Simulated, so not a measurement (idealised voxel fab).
Process module name: voxel wiring stack
Cross-section cut spans 240 nm and uses square cells 5 nm in size.
A cross-section is written here as square cells arranged in a grid, and it is given in bands from the top down, each band taking up one or more rows of cells. The entry gives the band's vertical extent as a top height and a bottom height in nm, then its horizontal make-up as materials from left to right, each with a width in nm. "air" stands for empty space; a single material marked "full width" fills the band edge to edge. Heads up on the height convention: 0 is the point under which the incoming wafer is all one material, and the lowest band has no bottom, it just keeps going down, like "0 nm and below". It should be noted that a width expressed as "30..40" varies in equal increments from row to row of cells within the band, taking the value of the first number at the top row and that of the second number at the bottom row. When a step is marked "all unchanged", none of the cells in the cross-section changed during that step. Closed empty spaces (no open way to the top) of 8 cells or more are what "Enclosed empty spaces" lists, each as width x height at distance from the left edge, nm for all three. Past the settings on a step's line: simulator remark, on that step. A step line may carry the setting "overlay nm", which, for steps involving a mask, states the distance by which the mask lay to the right of its intended position; negative values denote displacement to the left.

[Steps planned for the process]
| 1 | RECEIVE: material Si |
| 2 | CONFORMAL_DEP: material SiO2, thk nm 15 |
| 3 | DIRECTIONAL_DEP: material TiN, thk nm 5 |
| 4 | DIRECTIONAL_DEP: material W, thk nm 20 |
| 5 | DIRECTIONAL_DEP: material aC, thk nm 15 |
| 6 | PATTERN: tone cover, mask id METAL_1, material resist, width nm 20, pitch nm 40, thk nm 35, overlay nm 0 |
| 7 | DIRECTIONAL_ETCH: etch materials aC, depth nm 15 |
| 8 | STRIP: etch materials resist |
| 9 | DIRECTIONAL_ETCH: etch materials W, depth nm 20 |
| 10 | DIRECTIONAL_ETCH: etch materials TiN, depth nm 5 |
| 11 | STRIP: etch materials aC |
| 12 | CONFORMAL_DEP: material SiCN, thk nm 5 |
| 13 | FILL_DEP: material lowk, thk nm 5 |
| 14 | CMP: height nm 40 |
| 15 | CONFORMAL_DEP: material SiCN, thk nm 5 |
| 16 | DIRECTIONAL_DEP: material lowk, thk nm 20 |
| 17 | DIRECTIONAL_DEP: material aC, thk nm 15 |
| 18 | PATTERN: tone open, mask id PLUG_1, material resist, width nm 15, pitch nm 40, thk nm 30, overlay nm 0 |
| 19 | DIRECTIONAL_ETCH: etch materials aC, depth nm 15 |
| 20 | STRIP: etch materials resist |
| 21 | DIRECTIONAL_ETCH: etch materials lowk, depth nm 20 |
| 22 | DIRECTIONAL_ETCH: etch materials SiCN, depth nm 5 |
| 23 | STRIP: etch materials aC |
| 24 | EPI: material Ru, thk nm 10 |
| 25 | EPI: material Ru, thk nm 10 |
| 26 | EPI: material Ru, thk nm 5 |
| 27 | DIRECTIONAL_DEP: material TiN, thk nm 5 |
| 28 | DIRECTIONAL_DEP: material Ru, thk nm 15 |
| 29 | DIRECTIONAL_DEP: material aC, thk nm 10 |
| 30 | PATTERN: tone cover, mask id METAL_2, material resist, width nm 20, pitch nm 40, thk nm 30, overlay nm 0 |
| 31 | DIRECTIONAL_ETCH: etch materials aC, depth nm 10 |
| 32 | STRIP: etch materials resist |
| 33 | DIRECTIONAL_ETCH: etch materials Ru, depth nm 15 |
| 34 | DIRECTIONAL_ETCH: etch materials TiN, depth nm 5 |
| 35 | STRIP: etch materials aC |
| 36 | FILL_DEP: material SiO2, thk nm 10 |
| 37 | CMP: height nm 85 |
| 38 | CONFORMAL_DEP: material SiN, thk nm 5 |
The value of thk nm given for step 27 in the plan refers to the first wafer; the wafers vary in this setting and are alike at the start.

[After step 1, as received: first of several wafers, cross-section]
* 0 nm and below = Si full width
* Enclosed empty spaces: none

[Module end state after final step 38: cross-section of the first of several wafers]
* 90 nm to 85 nm = SiN full width
* 85 nm to 70 nm = SiO2 50, Ru 20, SiO2 20, Ru 20, SiO2 20, Ru 20, SiO2 20, Ru 20, SiO2 50
* 70 nm to 65 nm = SiO2 50, TiN 20, SiO2 20, TiN 20, SiO2 20, TiN 20, SiO2 20, TiN 20, SiO2 50
* 65 nm to 45 nm = lowk 50, Ru 15, lowk 25, Ru 15, lowk 25, Ru 15, lowk 25, Ru 15, lowk 55
* 45 nm to 40 nm = SiCN 50, Ru 15, SiCN 25, Ru 15, SiCN 25, Ru 15, SiCN 25, Ru 15, SiCN 55
* 40 nm to 20 nm = lowk 45, SiCN 5, W 20, SiCN 5, lowk 10, SiCN 5, W 20, SiCN 5, lowk 10, SiCN 5, W 20, SiCN 5, lowk 10, SiCN 5, W 20, SiCN 5, lowk 45
* 20 nm to 15 nm = SiCN 50, TiN 20, SiCN 20, TiN 20, SiCN 20, TiN 20, SiCN 20, TiN 20, SiCN 50
* 15 nm to 0 nm = SiO2 full width
* 0 nm and below = Si full width
* Enclosed empty spaces: none

[Last-wafer cross-section at the end of the module]
* 90 nm to 85 nm = SiN full width
* 85 nm to 80 nm = SiO2 50, TiN 20, SiO2 20, TiN 20, SiO2 20, TiN 20, SiO2 20, TiN 20, SiO2 50
* 80 nm to 65 nm = TiN full width
* 65 nm to 45 nm = lowk 50, Ru 15, lowk 25, Ru 15, lowk 25, Ru 15, lowk 25, Ru 15, lowk 55
* 45 nm to 40 nm = SiCN 50, Ru 15, SiCN 25, Ru 15, SiCN 25, Ru 15, SiCN 25, Ru 15, SiCN 55
* 40 nm to 20 nm = lowk 45, SiCN 5, W 20, SiCN 5, lowk 10, SiCN 5, W 20, SiCN 5, lowk 10, SiCN 5, W 20, SiCN 5, lowk 10, SiCN 5, W 20, SiCN 5, lowk 45
* 20 nm to 15 nm = SiCN 50, TiN 20, SiCN 20, TiN 20, SiCN 20, TiN 20, SiCN 20, TiN 20, SiCN 50
* 15 nm to 0 nm = SiO2 full width
* 0 nm and below = Si full width
* Enclosed empty spaces: none

[Wafer rows, end of module: cells per material gained (+) or lost (-) since receipt; closed voids last]
thk nm 5; +108 Ru; +100 SiCN; +48 SiN; +272 SiO2; +32 TiN; +64 W; +240 lowk; Enclosed empty spaces: none
thk nm 10; +92 Ru; +100 SiCN; +48 SiN; +240 SiO2; +80 TiN; +64 W; +240 lowk; Enclosed empty spaces: none
thk nm 15; +76 Ru; +100 SiCN; +48 SiN; +208 SiO2; +128 TiN; +64 W; +240 lowk; Enclosed empty spaces: none
thk nm 20; +60 Ru; +100 SiCN; +48 SiN; +176 SiO2; +176 TiN; +64 W; +240 lowk; Enclosed empty spaces: none
